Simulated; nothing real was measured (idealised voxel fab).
process module | voxel spacer lines
cross-section cut | 245 nm wide | cells 5 nm
A cross-section is a grid of square cells, given in bands from the top down. A band is one or more rows of cells.
Each band's line starts with the height of the band's top and of its bottom, in nm. Then come its materials from left to right, each with its width in nm. One material with "throughout" fills the band from edge to edge. "air" is empty space.
Height 0 is the level under which the wafer as received is all one material. The lowest band goes on downwards, as in "0 down".
A width such as "30 to 40" changes by the same amount from each row of cells to the next, from the band's top row to its bottom row.
"no change" after a step means that no cell of the cross-section changed.
closed voids: empty space of 8 cells or more with no open way to the top, each as width x height at its distance from the left edge, in nm
after a step's settings: what the simulator itself notes on the step
overlay nm, on a step with a mask: how far to the right of its planned place the mask lay; to the left if negative
plan
1 op RECEIVE | material Si
2 op CONFORMAL_DEP | material Al2O3 | thk nm 5
3 op DIRECTIONAL_DEP | material W | thk nm 20
4 op DIRECTIONAL_DEP | material aC | thk nm 25
5 op PATTERN | tone cover | mask id MANDREL | material resist | width nm 25 | pitch nm 70 | thk nm 30 | overlay nm 0
6 op DIRECTIONAL_ETCH | etch materials aC | depth nm 25
7 op STRIP | etch materials resist
8 op CONFORMAL_DEP | material SiO2 | thk nm 10
9 op DIRECTIONAL_ETCH | etch materials SiO2 | depth nm 10
10 op STRIP | etch materials aC
11 op DIRECTIONAL_ETCH | etch materials W | depth nm 20
12 op STRIP | etch materials SiO2
as received, after step 1
  0 down: Si throughout
  closed voids: none
a wafer at the end: this start, this plan, one mistake
  50 to 40: air 75 | aC 25 | air 45 | aC 25 | air 75
  40 to 25: air 65 | W 10 | aC 25 | W 10 | air 25 | W 10 | aC 25 | W 10 | air 65
  25 to 15: air 65 | W 45 | air 25 | W 45 | air 65
  15 to 5: W throughout
  5 to 0: Al2O3 throughout
  0 down: Si throughout
  closed voids: none
what went wrong: step 8 ran as: op CONFORMAL_DEP | material W | thk nm 10
